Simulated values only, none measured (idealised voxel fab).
The following is a process module called voxel wiring stack.
The cross-section on display is named cut; it measures 290 nm wide, and its cells are 5 nm squares.
Cross-section format: a grid of square cells, given as bands from top to bottom; each band is one or more rows of cells. It is stipulated that each band's entry specify, in nanometres, the height of the top of the band and then that of its bottom, followed by the materials of the band in left-to-right sequence, each together with its width in nanometres. A single material marked by the word "all across" is understood to fill the band from edge to edge; the word "air" is understood to denote empty space. A quick word on heights: they are counted from 0, and under that level the wafer as it came to us is one material throughout. The lowest band is different from the rest in having no bottom; it simply continues downward, written as in "0 nm and below". Think of "30->40" as a width that walks from the first number to the second as you go down the band, top row to bottom row, taking equal-sized steps from row to row. A step reported as "nothing was modified" is a step in which no cell of the cross-section changed. What "Closed cavities" gives you is every empty space of 8 cells or more that is cut off from the top. Each appears as width x height at distance, with the distance taken from the left edge and width, height and distance all in nm. after a step's settings: what the simulator itself notes on the step. "overlay nm" denotes, for a step that has a mask, the displacement of the mask to the right of its planned place, with negative values corresponding to the left.

The planned process steps are enumerated hereunder
1. RECEIVE | material Si
2. CONFORMAL_DEP | material SiO2 | thk nm 15
3. DIRECTIONAL_DEP | material TiN | thk nm 5
4. DIRECTIONAL_DEP | material Ru | thk nm 25
5. DIRECTIONAL_DEP | material aC | thk nm 10
6. PATTERN | tone cover | mask id METAL_1 | material resist | width nm 25 | pitch nm 40 | thk nm 30 | overlay nm 0
7. DIRECTIONAL_ETCH | etch materials aC | depth nm 10
8. STRIP | etch materials resist
9. DIRECTIONAL_ETCH | etch materials Ru | depth nm 25
10. DIRECTIONAL_ETCH | etch materials TiN | depth nm 5
11. STRIP | etch materials aC
12. FILL_DEP | material lowk | thk nm 10
13. CMP | height nm 45
14. CONFORMAL_DEP | material SiCN | thk nm 5
15. DIRECTIONAL_DEP | material SiO2 | thk nm 20
16. PATTERN | tone open | mask id PLUG_1 | material resist | width nm 15 | pitch nm 40 | thk nm 20 | overlay nm 0
17. DIRECTIONAL_ETCH | etch materials SiO2 | depth nm 20
18. DIRECTIONAL_ETCH | etch materials SiCN | depth nm 5
19. STRIP | etch materials resist
20. EPI | material Ru | thk nm 10
21. EPI | material Ru | thk nm 10
22. EPI | material Ru | thk nm 5
23. DIRECTIONAL_DEP | material TiN | thk nm 5
24. DIRECTIONAL_DEP | material Ru | thk nm 20
25. DIRECTIONAL_DEP | material aC | thk nm 15
26. PATTERN | tone cover | mask id METAL_2 | material resist | width nm 25 | pitch nm 40 | thk nm 30 | overlay nm 0
27. DIRECTIONAL_ETCH | etch materials aC | depth nm 15
28. STRIP | etch materials resist
29. DIRECTIONAL_ETCH | etch materials Ru | depth nm 20
30. DIRECTIONAL_ETCH | etch materials TiN | depth nm 5
31. STRIP | etch materials aC
32. FILL_DEP | material lowk | thk nm 10
33. CMP | height nm 95
34. CONFORMAL_DEP | material SiCN | thk nm 5
35. DIRECTIONAL_DEP | material SiO2 | thk nm 30
36. DIRECTIONAL_DEP | material aC | thk nm 10
37. PATTERN | tone open | mask id METAL_3 | material resist | width nm 25 | pitch nm 40 | thk nm 25 | overlay nm 0
38. DIRECTIONAL_ETCH | etch materials aC | depth nm 10
39. STRIP | etch materials resist
40. DIRECTIONAL_ETCH | etch materials SiO2 | depth nm 15
41. STRIP | etch materials aC
42. PATTERN | tone open | mask id METAL_3_HOLES | material resist | width nm 15 | thk nm 15 | overlay nm 0
43. DIRECTIONAL_ETCH | etch materials SiO2 | depth nm 15
44. DIRECTIONAL_ETCH | etch materials SiCN | depth nm 5
45. STRIP | etch materials resist
46. CONFORMAL_DEP | material TiN | thk nm 5
47. FILL_DEP | material Cu | thk nm 5
48. CMP | height nm 130
49. CONFORMAL_DEP | material SiCN | thk nm 5
50. DIRECTIONAL_DEP | material SiO2 | thk nm 25
51. MASKED_ETCH | tone open | mask id METAL_4_HOLES | width nm 15 | pitch nm 40 | etch materials SiO2 | depth nm 25 | overlay nm 0
52. PATTERN | tone open | mask id METAL_4 | material resist | width nm 25 | pitch nm 40 | thk nm 20 | overlay nm 0
53. DIRECTIONAL_ETCH | etch materials SiO2 | depth nm 15
54. DIRECTIONAL_ETCH | etch materials SiCN | depth nm 5
55. STRIP | etch materials resist
56. CONFORMAL_DEP | material TiN | thk nm 5
57. FILL_DEP | material Cu | thk nm 5
58. CMP | height nm 160
59. CONFORMAL_DEP | material SiCN | thk nm 5

As-received state of the wafer in cross-section, equivalent to post-step 1
> 0 nm and below | Si all across
> Closed cavities: none

Cross-sectional result after module completion. Note: starting condition and plan are unchanged from above; one processing mistake was made
> 165 nm to 160 nm | SiCN all across
> 160 nm to 150 nm | 110 of SiO2 | 5 of TiN | 15 of Cu | 5 of TiN | 15 of SiO2 | 5 of TiN | 15 of Cu | 5 of TiN | 115 of SiO2
> 150 nm to 145 nm | 110 of SiO2 | 5 of TiN | 5 of Cu | 15 of TiN | 15 of SiO2 | 5 of TiN | 5 of Cu | 15 of TiN | 115 of SiO2
> 145 nm to 135 nm | 110 of SiO2 | 5 of TiN | 5 of Cu | 5 of TiN | 25 of SiO2 | 5 of TiN | 5 of Cu | 5 of TiN | 125 of SiO2
> 135 nm to 130 nm | 110 of SiCN | 15 of TiN | 25 of SiCN | 15 of TiN | 125 of SiCN
> 130 nm to 120 nm | 110 of SiO2 | 5 of TiN | 15 of Cu | 5 of TiN | 15 of SiO2 | 5 of TiN | 15 of Cu | 5 of TiN | 115 of SiO2
> 120 nm to 115 nm | 110 of SiO2 | 5 of TiN | 5 of Cu | 15 of TiN | 15 of SiO2 | 25 of TiN | 115 of SiO2
> 115 nm to 100 nm | 110 of SiO2 | 5 of TiN | 5 of Cu | 5 of TiN | 165 of SiO2
> 100 nm to 95 nm | 110 of SiCN | 15 of TiN | 165 of SiCN
> 95 nm to 90 nm | 110 of lowk | 15 of Ru | 10 of TiN | 15 of lowk | 15 of Ru | 10 of TiN | 115 of lowk
> 90 nm to 75 nm | 110 of SiO2 | 15 of Ru | 25 of SiO2 | 15 of Ru | 125 of SiO2
> 75 nm to 70 nm | 110 of SiO2 | 15 of TiN | 25 of SiO2 | 15 of TiN | 125 of SiO2
> 70 nm to 50 nm | SiO2 all across
> 50 nm to 45 nm | SiCN all across
> 45 nm to 20 nm | 110 of lowk | 25 of Ru | 15 of lowk | 25 of Ru | 115 of lowk
> 20 nm to 15 nm | 110 of lowk | 25 of TiN | 15 of lowk | 25 of TiN | 115 of lowk
> 15 nm to 0 nm | SiO2 all across
> 0 nm and below | Si all across
> Closed cavities: none
Plan not followed: step 15 in the plan was executed twice
